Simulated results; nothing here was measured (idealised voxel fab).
process module | voxel transistor to metal
cross-section cut | 140 nm wide | cells 5 nm
A cross-section is a grid of square cells, given in bands from the top down. A band is one or more rows of cells.
Each band's line starts with the height of the band's top and of its bottom, in nm. Then come its materials from left to right, each with its width in nm. One material with "throughout" fills the band from edge to edge. "air" is empty space.
Height 0 is the level under which the wafer as received is all one material. The lowest band goes on downwards, as in "0 down".
A width such as "30 to 40" changes by the same amount from each row of cells to the next, from the band's top row to its bottom row.
"no change" after a step means that no cell of the cross-section changed.
closed voids: empty space of 8 cells or more with no open way to the top, each as width x height at its distance from the left edge, in nm
after a step's settings: what the simulator itself notes on the step
overlay nm, on a step with a mask: how far to the right of its planned place the mask lay; to the left if negative
plan
1 op RECEIVE | material Si
2 op CONFORMAL_DEP | material SiO2 | thk nm 5
3 op CONFORMAL_DEP | material SiN | thk nm 10
4 op MASKED_ETCH | tone cover | mask id ACTIVE | width nm 110 | etch materials SiN | depth nm 10 | overlay nm 0
5 op MASKED_ETCH | tone cover | mask id ACTIVE | width nm 110 | etch materials SiO2 | depth nm 5 | overlay nm 0
6 op MASKED_ETCH | tone cover | mask id ACTIVE | width nm 110 | etch materials Si | depth nm 25 | overlay nm 0
7 op FILL_DEP | material SiO2 | thk nm 10
8 op CMP | height nm 15
9 op SELECTIVE_ETCH | etch materials SiO2 | depth nm 5
10 op STRIP | etch materials SiN
11 op SELECTIVE_ETCH | etch materials SiO2 | depth nm 5
12 op OXIDIZE | depth nm 5
13 op DIRECTIONAL_DEP | material polySi | thk nm 20
14 op DIRECTIONAL_DEP | material SiCN | thk nm 15
15 op PATTERN | tone cover | mask id GATE | material resist | width nm 20 | thk nm 15 | overlay nm 0
16 op DIRECTIONAL_ETCH | etch materials SiCN | depth nm 25
17 op DIRECTIONAL_ETCH | etch materials polySi | depth nm 30
18 op STRIP | etch materials resist
19 op CONFORMAL_DEP | material SiN | thk nm 5
20 op DIRECTIONAL_ETCH | etch materials SiN | depth nm 5
21 op DIRECTIONAL_ETCH | etch materials SiO2 | depth nm 5
22 op DIRECTIONAL_ETCH | etch materials Si | depth nm 5
23 op EPI | material pSi | thk nm 5
24 op FILL_DEP | material SiO2 | thk nm 10
25 op CMP | height nm 35
26 op DIRECTIONAL_DEP | material SiO2 | thk nm 10
27 op DIRECTIONAL_DEP | material aC | thk nm 15
28 op PATTERN | tone open | mask id CONTACT | material resist | width nm 30 | pitch nm 60 | thk nm 35 | overlay nm 0
29 op DIRECTIONAL_ETCH | etch materials aC | depth nm 15
30 op STRIP | etch materials resist
31 op DIRECTIONAL_ETCH | etch materials SiO2 | depth nm 50
32 op STRIP | etch materials aC
33 op CONFORMAL_DEP | material TiN | thk nm 5
34 op FILL_DEP | material W | thk nm 5
35 op CMP | height nm 45
36 op DIRECTIONAL_DEP | material TiN | thk nm 5
37 op DIRECTIONAL_DEP | material W | thk nm 20
38 op MASKED_ETCH | tone cover | mask id METAL_1 | width nm 15 | pitch nm 75 | etch materials W | depth nm 20 | overlay nm 0
39 op MASKED_ETCH | tone cover | mask id METAL_1 | width nm 15 | pitch nm 75 | etch materials TiN | depth nm 5 | overlay nm 0
40 op CONFORMAL_DEP | material SiN | thk nm 5
41 op FILL_DEP | material SiO2 | thk nm 5
42 op CMP | height nm 70
43 op CONFORMAL_DEP | material SiCN | thk nm 5
first wafer, as planned
as received, after step 1
  0 down: Si throughout
  closed voids: none
after step 2
  5 to 0: SiO2 throughout
  below 0: unchanged
after step 3
  15 to 5: SiN throughout
  below 5: unchanged
after step 4
  15 to 5: air 15 | SiN 110 | air 15
  below 5: unchanged
after step 5
  15 to 5: air 15 | SiN 110 | air 15
  5 to 0: air 15 | SiO2 110 | air 15
  below 0: unchanged
after step 6
  15 to 5: air 15 | SiN 110 | air 15
  5 to 0: air 15 | SiO2 110 | air 15
  0 to -25: air 15 | Si 110 | air 15
  below -25: unchanged
after step 7
  25 to 15: SiO2 throughout
  15 to 5: SiO2 15 | SiN 110 | SiO2 15
  5 to 0: SiO2 throughout
  0 to -25: SiO2 15 | Si 110 | SiO2 15
  below -25: unchanged
after step 8
  15 to 5: SiO2 15 | SiN 110 | SiO2 15
  below 5: unchanged
after step 9
  15 to 10: air 15 | SiN 110 | air 15
  below 10: unchanged
after step 10
  10 to 5: SiO2 15 | air 110 | SiO2 15
  below 5: unchanged
after step 11
  5 to 0: SiO2 10 | air 120 | SiO2 10
  below 0: unchanged
after step 12
  5 to 0: SiO2 10 | air 120 | SiO2 10
  0 to -5: SiO2 throughout
  below -5: unchanged
after step 13
  25 to 20: polySi 10 | air 120 | polySi 10
  20 to 5: polySi throughout
  5 to 0: SiO2 10 | polySi 120 | SiO2 10
  below 0: unchanged
after step 14
  40 to 35: SiCN 10 | air 120 | SiCN 10
  35 to 25: SiCN throughout
  25 to 20: polySi 10 | SiCN 120 | polySi 10
  below 20: unchanged
after step 15
  55 to 40: air 60 | resist 20 | air 60
  40 to 35: SiCN 10 | air 50 | resist 20 | air 50 | SiCN 10
  below 35: unchanged
after step 16
  55 to 35: air 60 | resist 20 | air 60
  35 to 25: air 60 | SiCN 20 | air 60
  25 to 20: polySi 10 | air 50 | SiCN 20 | air 50 | polySi 10
  below 20: unchanged
after step 17
  55 to 35: air 60 | resist 20 | air 60
  35 to 20: air 60 | SiCN 20 | air 60
  20 to 5: air 60 | polySi 20 | air 60
  5 to 0: SiO2 10 | air 50 | polySi 20 | air 50 | SiO2 10
  below 0: unchanged
after step 18
  35 to 20: air 60 | SiCN 20 | air 60
  below 20: unchanged
after step 19
  40 to 35: air 55 | SiN 30 | air 55
  35 to 20: air 55 | SiN 5 | SiCN 20 | SiN 5 | air 55
  20 to 10: air 55 | SiN 5 | polySi 20 | SiN 5 | air 55
  10 to 5: SiN 15 | air 40 | SiN 5 | polySi 20 | SiN 5 | air 40 | SiN 15
  5 to 0: SiO2 10 | SiN 50 | polySi 20 | SiN 50 | SiO2 10
  below 0: unchanged
after step 20
  35 to 20: air 55 | SiN 5 | SiCN 20 | SiN 5 | air 55
  20 to 5: air 55 | SiN 5 | polySi 20 | SiN 5 | air 55
  5 to 0: SiO2 10 | SiN 5 | air 40 | SiN 5 | polySi 20 | SiN 5 | air 40 | SiN 5 | SiO2 10
  below 0: unchanged
after step 21
  35 to 20: air 55 | SiN 5 | SiCN 20 | SiN 5 | air 55
  20 to 5: air 55 | SiN 5 | polySi 20 | SiN 5 | air 55
  5 to 0: air 10 | SiN 5 | air 40 | SiN 5 | polySi 20 | SiN 5 | air 40 | SiN 5 | air 10
  0 to -5: SiO2 15 | air 40 | SiO2 30 | air 40 | SiO2 15
  below -5: unchanged
after step 22
  35 to 20: air 55 | SiN 5 | SiCN 20 | SiN 5 | air 55
  20 to 5: air 55 | SiN 5 | polySi 20 | SiN 5 | air 55
  5 to 0: air 10 | SiN 5 | air 40 | SiN 5 | polySi 20 | SiN 5 | air 40 | SiN 5 | air 10
  0 to -5: SiO2 15 | air 40 | SiO2 30 | air 40 | SiO2 15
  -5 to -10: SiO2 15 | air 40 | Si 30 | air 40 | SiO2 15
  below -10: unchanged
after step 23
  35 to 20: air 55 | SiN 5 | SiCN 20 | SiN 5 | air 55
  20 to 5: air 55 | SiN 5 | polySi 20 | SiN 5 | air 55
  5 to 0: air 10 | SiN 5 | air 40 | SiN 5 | polySi 20 | SiN 5 | air 40 | SiN 5 | air 10
  0 to -5: SiO2 15 | air 35 | pSi 5 | SiO2 30 | pSi 5 | air 35 | SiO2 15
  -5 to -10: SiO2 15 | pSi 40 | Si 30 | pSi 40 | SiO2 15
  below -10: unchanged
after step 24
  45 to 35: SiO2 throughout
  35 to 20: SiO2 55 | SiN 5 | SiCN 20 | SiN 5 | SiO2 55
  20 to 5: SiO2 55 | SiN 5 | polySi 20 | SiN 5 | SiO2 55
  5 to 0: SiO2 10 | SiN 5 | SiO2 40 | SiN 5 | polySi 20 | SiN 5 | SiO2 40 | SiN 5 | SiO2 10
  0 to -5: SiO2 50 | pSi 5 | SiO2 30 | pSi 5 | SiO2 50
  below -5: unchanged
after step 25
  35 to 20: SiO2 55 | SiN 5 | SiCN 20 | SiN 5 | SiO2 55
  below 20: unchanged
after step 26
  45 to 35: SiO2 throughout
  below 35: unchanged
after step 27
  60 to 45: aC throughout
  below 45: unchanged
after step 28
  95 to 60: resist 25 | air 30 | resist 30 | air 30 | resist 25
  below 60: unchanged
after step 29
  80 to 60: resist 25 | air 30 | resist 30 | air 30 | resist 25
  60 to 45: aC 25 | air 30 | aC 30 | air 30 | aC 25
  below 45: unchanged
after step 30
  60 to 45: aC 25 | air 30 | aC 30 | air 30 | aC 25
  below 45: unchanged
after step 31
  60 to 45: aC 25 | air 30 | aC 30 | air 30 | aC 25
  45 to 35: SiO2 25 | air 30 | SiO2 30 | air 30 | SiO2 25
  35 to 20: SiO2 25 | air 30 | SiN 5 | SiCN 20 | SiN 5 | air 30 | SiO2 25
  20 to 5: SiO2 25 | air 30 | SiN 5 | polySi 20 | SiN 5 | air 30 | SiO2 25
  5 to 0: SiO2 10 | SiN 5 | SiO2 10 | air 30 | SiN 5 | polySi 20 | SiN 5 | air 30 | SiO2 10 | SiN 5 | SiO2 10
  0 to -5: SiO2 25 | air 25 | pSi 5 | SiO2 30 | pSi 5 | air 25 | SiO2 25
  below -5: unchanged
after step 32
  45 to 35: SiO2 25 | air 30 | SiO2 30 | air 30 | SiO2 25
  below 35: unchanged
after step 33
  50 to 45: TiN 30 | air 20 | TiN 40 | air 20 | TiN 30
  45 to 35: SiO2 25 | TiN 5 | air 20 | TiN 5 | SiO2 30 | TiN 5 | air 20 | TiN 5 | SiO2 25
  35 to 20: SiO2 25 | TiN 5 | air 20 | TiN 5 | SiN 5 | SiCN 20 | SiN 5 | TiN 5 | air 20 | TiN 5 | SiO2 25
  20 to 5: SiO2 25 | TiN 5 | air 20 | TiN 5 | SiN 5 | polySi 20 | SiN 5 | TiN 5 | air 20 | TiN 5 | SiO2 25
  5 to 0: SiO2 10 | SiN 5 | SiO2 10 | TiN 5 | air 15 | TiN 10 | SiN 5 | polySi 20 | SiN 5 | TiN 10 | air 15 | TiN 5 | SiO2 10 | SiN 5 | SiO2 10
  0 to -5: SiO2 25 | TiN 25 | pSi 5 | SiO2 30 | pSi 5 | TiN 25 | SiO2 25
  below -5: unchanged
after step 34
  55 to 50: W throughout
  50 to 45: TiN 30 | W 20 | TiN 40 | W 20 | TiN 30
  45 to 35: SiO2 25 | TiN 5 | W 20 | TiN 5 | SiO2 30 | TiN 5 | W 20 | TiN 5 | SiO2 25
  35 to 20: SiO2 25 | TiN 5 | W 20 | TiN 5 | SiN 5 | SiCN 20 | SiN 5 | TiN 5 | W 20 | TiN 5 | SiO2 25
  20 to 5: SiO2 25 | TiN 5 | W 20 | TiN 5 | SiN 5 | polySi 20 | SiN 5 | TiN 5 | W 20 | TiN 5 | SiO2 25
  5 to 0: SiO2 10 | SiN 5 | SiO2 10 | TiN 5 | W 15 | TiN 10 | SiN 5 | polySi 20 | SiN 5 | TiN 10 | W 15 | TiN 5 | SiO2 10 | SiN 5 | SiO2 10
  below 0: unchanged
after step 35
  45 to 35: SiO2 25 | TiN 5 | W 20 | TiN 5 | SiO2 30 | TiN 5 | W 20 | TiN 5 | SiO2 25
  below 35: unchanged
after step 36
  50 to 45: TiN throughout
  below 45: unchanged
after step 37
  70 to 50: W throughout
  below 50: unchanged
after step 38
  70 to 50: air 25 | W 15 | air 60 | W 15 | air 25
  below 50: unchanged
after step 39
  70 to 50: air 25 | W 15 | air 60 | W 15 | air 25
  50 to 45: air 25 | TiN 15 | air 60 | TiN 15 | air 25
  below 45: unchanged
after step 40
  75 to 70: air 20 | SiN 25 | air 50 | SiN 25 | air 20
  70 to 50: air 20 | SiN 5 | W 15 | SiN 5 | air 50 | SiN 5 | W 15 | SiN 5 | air 20
  50 to 45: SiN 25 | TiN 15 | SiN 60 | TiN 15 | SiN 25
  below 45: unchanged
after step 41
  80 to 75: SiO2 throughout
  75 to 70: SiO2 20 | SiN 25 | SiO2 50 | SiN 25 | SiO2 20
  70 to 50: SiO2 20 | SiN 5 | W 15 | SiN 5 | SiO2 50 | SiN 5 | W 15 | SiN 5 | SiO2 20
  below 50: unchanged
after step 42
  70 to 50: SiO2 20 | SiN 5 | W 15 | SiN 5 | SiO2 50 | SiN 5 | W 15 | SiN 5 | SiO2 20
  below 50: unchanged
after step 43
  75 to 70: SiCN throughout
  below 70: unchanged
second wafer: like start, like plan, one mistake. Through step 1 it matches the first wafer
when step 2 should have ended: no change
when step 3 should have ended
  10 to 0: SiN throughout
  below 0: unchanged
when step 4 should have ended
  10 to 0: air 15 | SiN 110 | air 15
  below 0: unchanged
when step 5 should have ended: no change
when step 6 should have ended
  10 to 0: air 15 | SiN 110 | air 15
  0 to -25: air 15 | Si 110 | air 15
  below -25: unchanged
when step 7 should have ended
  20 to 10: SiO2 throughout
  10 to 0: SiO2 15 | SiN 110 | SiO2 15
  0 to -25: SiO2 15 | Si 110 | SiO2 15
  below -25: unchanged
when step 8 should have ended
  15 to 10: SiO2 throughout
  below 10: unchanged
when step 9 should have ended
  10 to 0: SiO2 15 | SiN 110 | SiO2 15
  below 0: unchanged
when step 10 should have ended
  10 to 0: SiO2 15 | air 110 | SiO2 15
  below 0: unchanged
when step 11 should have ended
  5 to 0: SiO2 10 | air 120 | SiO2 10
  0 to -5: SiO2 10 | air 5 | Si 110 | air 5 | SiO2 10
  below -5: unchanged
when step 12 should have ended
  5 to 0: SiO2 10 | air 120 | SiO2 10
  0 to -5: SiO2 10 | air 5 | SiO2 110 | air 5 | SiO2 10
  -5 to -10: SiO2 20 | Si 100 | SiO2 20
  below -10: unchanged
when step 13 should have ended
  25 to 20: polySi 10 | air 120 | polySi 10
  20 to 15: polySi 10 | air 5 | polySi 110 | air 5 | polySi 10
  15 to 5: polySi throughout
  5 to 0: SiO2 10 | polySi 120 | SiO2 10
  0 to -5: SiO2 10 | polySi 5 | SiO2 110 | polySi 5 | SiO2 10
  below -5: unchanged
when step 14 should have ended
  40 to 35: SiCN 10 | air 120 | SiCN 10
  35 to 30: SiCN 10 | air 5 | SiCN 110 | air 5 | SiCN 10
  30 to 25: SiCN throughout
  25 to 20: polySi 10 | SiCN 120 | polySi 10
  20 to 15: polySi 10 | SiCN 5 | polySi 110 | SiCN 5 | polySi 10
  below 15: unchanged
when step 15 should have ended
  55 to 40: air 60 | resist 20 | air 60
  40 to 35: SiCN 10 | air 50 | resist 20 | air 50 | SiCN 10
  below 35: unchanged
when step 16 should have ended
  55 to 35: air 60 | resist 20 | air 60
  35 to 25: air 60 | SiCN 20 | air 60
  25 to 20: polySi 10 | air 50 | SiCN 20 | air 50 | polySi 10
  20 to 15: polySi 10 | air 5 | polySi 110 | air 5 | polySi 10
  below 15: unchanged
when step 17 should have ended
  55 to 35: air 60 | resist 20 | air 60
  35 to 20: air 60 | SiCN 20 | air 60
  20 to 5: air 60 | polySi 20 | air 60
  5 to 0: SiO2 10 | air 50 | polySi 20 | air 50 | SiO2 10
  0 to -5: SiO2 10 | air 5 | SiO2 110 | air 5 | SiO2 10
  below -5: unchanged
when step 18 should have ended
  35 to 20: air 60 | SiCN 20 | air 60
  below 20: unchanged
when step 19 should have ended
  40 to 35: air 55 | SiN 30 | air 55
  35 to 20: air 55 | SiN 5 | SiCN 20 | SiN 5 | air 55
  20 to 10: air 55 | SiN 5 | polySi 20 | SiN 5 | air 55
  10 to 5: SiN 15 | air 40 | SiN 5 | polySi 20 | SiN 5 | air 40 | SiN 15
  5 to 0: SiO2 10 | SiN 50 | polySi 20 | SiN 50 | SiO2 10
  0 to -5: SiO2 10 | SiN 5 | SiO2 110 | SiN 5 | SiO2 10
  below -5: unchanged
when step 20 should have ended
  35 to 20: air 55 | SiN 5 | SiCN 20 | SiN 5 | air 55
  20 to 5: air 55 | SiN 5 | polySi 20 | SiN 5 | air 55
  5 to 0: SiO2 10 | SiN 5 | air 40 | SiN 5 | polySi 20 | SiN 5 | air 40 | SiN 5 | SiO2 10
  below 0: unchanged
when step 21 should have ended
  35 to 20: air 55 | SiN 5 | SiCN 20 | SiN 5 | air 55
  20 to 5: air 55 | SiN 5 | polySi 20 | SiN 5 | air 55
  5 to 0: air 10 | SiN 5 | air 40 | SiN 5 | polySi 20 | SiN 5 | air 40 | SiN 5 | air 10
  0 to -5: SiO2 10 | SiN 5 | air 40 | SiO2 30 | air 40 | SiN 5 | SiO2 10
  below -5: unchanged
when step 22 should have ended
  35 to 20: air 55 | SiN 5 | SiCN 20 | SiN 5 | air 55
  20 to 5: air 55 | SiN 5 | polySi 20 | SiN 5 | air 55
  5 to 0: air 10 | SiN 5 | air 40 | SiN 5 | polySi 20 | SiN 5 | air 40 | SiN 5 | air 10
  0 to -5: SiO2 10 | SiN 5 | air 40 | SiO2 30 | air 40 | SiN 5 | SiO2 10
  -5 to -10: SiO2 20 | air 35 | Si 30 | air 35 | SiO2 20
  below -10: unchanged
when step 23 should have ended
  35 to 20: air 55 | SiN 5 | SiCN 20 | SiN 5 | air 55
  20 to 5: air 55 | SiN 5 | polySi 20 | SiN 5 | air 55
  5 to 0: air 10 | SiN 5 | air 40 | SiN 5 | polySi 20 | SiN 5 | air 40 | SiN 5 | air 10
  0 to -5: SiO2 10 | SiN 5 | air 35 | pSi 5 | SiO2 30 | pSi 5 | air 35 | SiN 5 | SiO2 10
  -5 to -10: SiO2 20 | pSi 35 | Si 30 | pSi 35 | SiO2 20
  below -10: unchanged
when step 24 should have ended
  45 to 35: SiO2 throughout
  35 to 20: SiO2 55 | SiN 5 | SiCN 20 | SiN 5 | SiO2 55
  20 to 5: SiO2 55 | SiN 5 | polySi 20 | SiN 5 | SiO2 55
  5 to 0: SiO2 10 | SiN 5 | SiO2 40 | SiN 5 | polySi 20 | SiN 5 | SiO2 40 | SiN 5 | SiO2 10
  0 to -5: SiO2 10 | SiN 5 | SiO2 35 | pSi 5 | SiO2 30 | pSi 5 | SiO2 35 | SiN 5 | SiO2 10
  below -5: unchanged
when step 25 should have ended
  35 to 20: SiO2 55 | SiN 5 | SiCN 20 | SiN 5 | SiO2 55
  below 20: unchanged
when step 26 should have ended
  45 to 35: SiO2 throughout
  below 35: unchanged
when step 27 should have ended
  60 to 45: aC throughout
  below 45: unchanged
when step 28 should have ended
  95 to 60: resist 25 | air 30 | resist 30 | air 30 | resist 25
  below 60: unchanged
when step 29 should have ended
  80 to 60: resist 25 | air 30 | resist 30 | air 30 | resist 25
  60 to 45: aC 25 | air 30 | aC 30 | air 30 | aC 25
  below 45: unchanged
when step 30 should have ended
  60 to 45: aC 25 | air 30 | aC 30 | air 30 | aC 25
  below 45: unchanged
when step 31 should have ended
  60 to 45: aC 25 | air 30 | aC 30 | air 30 | aC 25
  45 to 35: SiO2 25 | air 30 | SiO2 30 | air 30 | SiO2 25
  35 to 20: SiO2 25 | air 30 | SiN 5 | SiCN 20 | SiN 5 | air 30 | SiO2 25
  20 to 5: SiO2 25 | air 30 | SiN 5 | polySi 20 | SiN 5 | air 30 | SiO2 25
  5 to 0: SiO2 10 | SiN 5 | SiO2 10 | air 30 | SiN 5 | polySi 20 | SiN 5 | air 30 | SiO2 10 | SiN 5 | SiO2 10
  0 to -5: SiO2 10 | SiN 5 | SiO2 10 | air 25 | pSi 5 | SiO2 30 | pSi 5 | air 25 | SiO2 10 | SiN 5 | SiO2 10
  below -5: unchanged
when step 32 should have ended
  45 to 35: SiO2 25 | air 30 | SiO2 30 | air 30 | SiO2 25
  below 35: unchanged
when step 33 should have ended
  50 to 45: TiN 30 | air 20 | TiN 40 | air 20 | TiN 30
  45 to 35: SiO2 25 | TiN 5 | air 20 | TiN 5 | SiO2 30 | TiN 5 | air 20 | TiN 5 | SiO2 25
  35 to 20: SiO2 25 | TiN 5 | air 20 | TiN 5 | SiN 5 | SiCN 20 | SiN 5 | TiN 5 | air 20 | TiN 5 | SiO2 25
  20 to 5: SiO2 25 | TiN 5 | air 20 | TiN 5 | SiN 5 | polySi 20 | SiN 5 | TiN 5 | air 20 | TiN 5 | SiO2 25
  5 to 0: SiO2 10 | SiN 5 | SiO2 10 | TiN 5 | air 15 | TiN 10 | SiN 5 | polySi 20 | SiN 5 | TiN 10 | air 15 | TiN 5 | SiO2 10 | SiN 5 | SiO2 10
  0 to -5: SiO2 10 | SiN 5 | SiO2 10 | TiN 25 | pSi 5 | SiO2 30 | pSi 5 | TiN 25 | SiO2 10 | SiN 5 | SiO2 10
  below -5: unchanged
when step 34 should have ended
  55 to 50: W throughout
  50 to 45: TiN 30 | W 20 | TiN 40 | W 20 | TiN 30
  45 to 35: SiO2 25 | TiN 5 | W 20 | TiN 5 | SiO2 30 | TiN 5 | W 20 | TiN 5 | SiO2 25
  35 to 20: SiO2 25 | TiN 5 | W 20 | TiN 5 | SiN 5 | SiCN 20 | SiN 5 | TiN 5 | W 20 | TiN 5 | SiO2 25
  20 to 5: SiO2 25 | TiN 5 | W 20 | TiN 5 | SiN 5 | polySi 20 | SiN 5 | TiN 5 | W 20 | TiN 5 | SiO2 25
  5 to 0: SiO2 10 | SiN 5 | SiO2 10 | TiN 5 | W 15 | TiN 10 | SiN 5 | polySi 20 | SiN 5 | TiN 10 | W 15 | TiN 5 | SiO2 10 | SiN 5 | SiO2 10
  below 0: unchanged
when step 35 should have ended
  45 to 35: SiO2 25 | TiN 5 | W 20 | TiN 5 | SiO2 30 | TiN 5 | W 20 | TiN 5 | SiO2 25
  below 35: unchanged
when step 36 should have ended
  50 to 45: TiN throughout
  below 45: unchanged
when step 37 should have ended
  70 to 50: W throughout
  below 50: unchanged
when step 38 should have ended
  70 to 50: air 25 | W 15 | air 60 | W 15 | air 25
  below 50: unchanged
when step 39 should have ended
  70 to 50: air 25 | W 15 | air 60 | W 15 | air 25
  50 to 45: air 25 | TiN 15 | air 60 | TiN 15 | air 25
  below 45: unchanged
when step 40 should have ended
  75 to 70: air 20 | SiN 25 | air 50 | SiN 25 | air 20
  70 to 50: air 20 | SiN 5 | W 15 | SiN 5 | air 50 | SiN 5 | W 15 | SiN 5 | air 20
  50 to 45: SiN 25 | TiN 15 | SiN 60 | TiN 15 | SiN 25
  below 45: unchanged
when step 41 should have ended
  80 to 75: SiO2 throughout
  75 to 70: SiO2 20 | SiN 25 | SiO2 50 | SiN 25 | SiO2 20
  70 to 50: SiO2 20 | SiN 5 | W 15 | SiN 5 | SiO2 50 | SiN 5 | W 15 | SiN 5 | SiO2 20
  below 50: unchanged
when step 42 should have ended
  70 to 50: SiO2 20 | SiN 5 | W 15 | SiN 5 | SiO2 50 | SiN 5 | W 15 | SiN 5 | SiO2 20
  below 50: unchanged
when step 43 should have ended
  75 to 70: SiCN throughout
  below 70: unchanged
what went wrong: step 2 was left out
at the end the second wafer has, in cells: 2 more of SiN | 2 fewer of pSi
